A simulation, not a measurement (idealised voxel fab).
The following process module bears the name voxel capacitor over wiring.
Section shown: cut. Width: 285 nm. Cell size: 5 nm, square.
Just so we're on the same page, the cross-sections are grids of square cells, and they're listed out in bands top to bottom, each band one or more rows deep.
Look at the band entry: it leads with the top's height and the bottom's height in nm. Then it lists the materials left to right, with a width in nm for each. The word "everywhere" on a single material says that material fills the band edge to edge. The word "empty" is empty space.
Basically, 0 is our baseline, since under it the wafer straight out of the box is all one material. The bottom band has no lower end and keeps on going down, so it looks like "0 -> down".
When a width is written as two numbers, as in "30->40", the first number is the width in the top row of cells of the band and the second is the width in its bottom row, and the width changes by the same amount from each row to the next.
"remains unaltered", as given for a step, is the statement that not any cell of the cross-section underwent a change during that step.
The list in "Closed cavity list" covers empty spaces of 8 cells or more that cannot reach the top through any open way, and it gives each as width x height at distance; the distance is from the left edge, and width, height and distance are in nm.
Read whatever lies past the settings on a step's line as the simulator's own remark about the step.
For masked steps, "overlay nm" on the step line gives how far right of plan the mask actually lay; a minus sign means it lay to the left.

-- The steps planned for the process are as follows
step 1: RECEIVE with material Si
step 2: CONFORMAL_DEP with material SiO2, thk nm 15
step 3: DIRECTIONAL_DEP with material TiN, thk nm 5
step 4: DIRECTIONAL_DEP with material Ru, thk nm 20
step 5: PATTERN with tone cover, mask id METAL_1, material resist, width nm 30, pitch nm 100, thk nm 20, overlay nm 0
step 6: DIRECTIONAL_ETCH with etch materials Ru, depth nm 20
step 7: DIRECTIONAL_ETCH with etch materials TiN, depth nm 5
step 8: STRIP with etch materials resist
step 9: FILL_DEP with material SiO2, thk nm 10
step 10: CMP with height nm 40
step 11: CONFORMAL_DEP with material SiCN, thk nm 5
step 12: DIRECTIONAL_DEP with material lowk, thk nm 15
step 13: DIRECTIONAL_DEP with material aC, thk nm 15
step 14: PATTERN with tone open, mask id PLUG_1, material resist, width nm 15, thk nm 30, overlay nm 0
step 15: DIRECTIONAL_ETCH with etch materials aC, depth nm 15
step 16: STRIP with etch materials resist
step 17: DIRECTIONAL_ETCH with etch materials lowk, depth nm 15
step 18: DIRECTIONAL_ETCH with etch materials SiCN, depth nm 5
step 19: STRIP with etch materials aC
step 20: EPI with material Ru, thk nm 10
step 21: EPI with material Ru, thk nm 10
step 22: DIRECTIONAL_DEP with material TiN, thk nm 10
step 23: DIRECTIONAL_DEP with material Al2O3, thk nm 5
step 24: DIRECTIONAL_DEP with material TiN, thk nm 5
step 25: PATTERN with tone cover, mask id UPPER_PLATE, material resist, width nm 75, thk nm 15, overlay nm 0
step 26: DIRECTIONAL_ETCH with etch materials TiN, depth nm 5
step 27: DIRECTIONAL_ETCH with etch materials Al2O3, depth nm 5
step 28: STRIP with etch materials resist
step 29: MASKED_ETCH with tone cover, mask id LOWER_PLATE, width nm 85, etch materials TiN, depth nm 10, overlay nm 0
step 30: FILL_DEP with material SiO2, thk nm 20
step 31: CMP with height nm 95
step 32: MASKED_ETCH with tone open, mask id PLUG_2, width nm 15, etch materials SiO2, depth nm 15, overlay nm 0
step 33: CONFORMAL_DEP with material TiN, thk nm 5
step 34: FILL_DEP with material Ru, thk nm 10
step 35: CMP with height nm 95
step 36: CONFORMAL_DEP with material SiN, thk nm 5

-- Step 1 complete: cross-section of the wafer as received
0 -> down: Si everywhere
Closed cavity list: none

-- End-of-module XS, first of two wafers, run as planned
100 -> 95: SiN everywhere
95 -> 85: 100 of SiO2  5 of TiN  5 of Ru  5 of TiN  170 of SiO2
85 -> 75: 100->90 of SiO2  15->75 of TiN  170->120 of SiO2
75 -> 70: 90 of SiO2  75 of Al2O3  120 of SiO2
70 -> 60: 85 of SiO2  85 of TiN  115 of SiO2
60 -> 45: 90 of lowk  15 of Ru  180 of lowk
45 -> 40: 90 of SiCN  15 of Ru  180 of SiCN
40 -> 20: 75 of SiO2  30 of Ru  70 of SiO2  30 of Ru  80 of SiO2
20 -> 15: 75 of SiO2  30 of TiN  70 of SiO2  30 of TiN  80 of SiO2
15 -> 0: SiO2 everywhere
0 -> down: Si everywhere
Closed cavity list: none

-- Cross-sectional view: second of two wafers, end of module; start and plan identical to the first, one mistake in running
100 -> 95: SiN everywhere
95 -> 85: 100 of SiO2  5 of TiN  5 of Ru  5 of TiN  170 of SiO2
85 -> 75: 100->105 of SiO2  15->60 of TiN  170->120 of SiO2
75 -> 70: 105 of SiO2  60 of Al2O3  120 of SiO2
70 -> 65: 85 of SiO2  85 of TiN  115 of SiO2
65 -> 60: 85 of SiO2  5 of TiN  15 of Al2O3  65 of TiN  115 of SiO2
60 -> 50: 90 of lowk  15 of TiN  180 of lowk
50 -> 45: 90 of lowk  15 of Ru  180 of lowk
45 -> 40: 90 of SiCN  15 of Ru  180 of SiCN
40 -> 20: 75 of SiO2  30 of Ru  70 of SiO2  30 of Ru  80 of SiO2
20 -> 15: 75 of SiO2  30 of TiN  70 of SiO2  30 of TiN  80 of SiO2
15 -> 0: SiO2 everywhere
0 -> down: Si everywhere
Closed cavity list: none
Misprocessing identified: the process omitted one of its identical steps 20 and 21, and which one is impossible to determine
Wafer comparison, final, in cells, second relative to first, materials more or fewer: -6 Ru; +6 SiO2
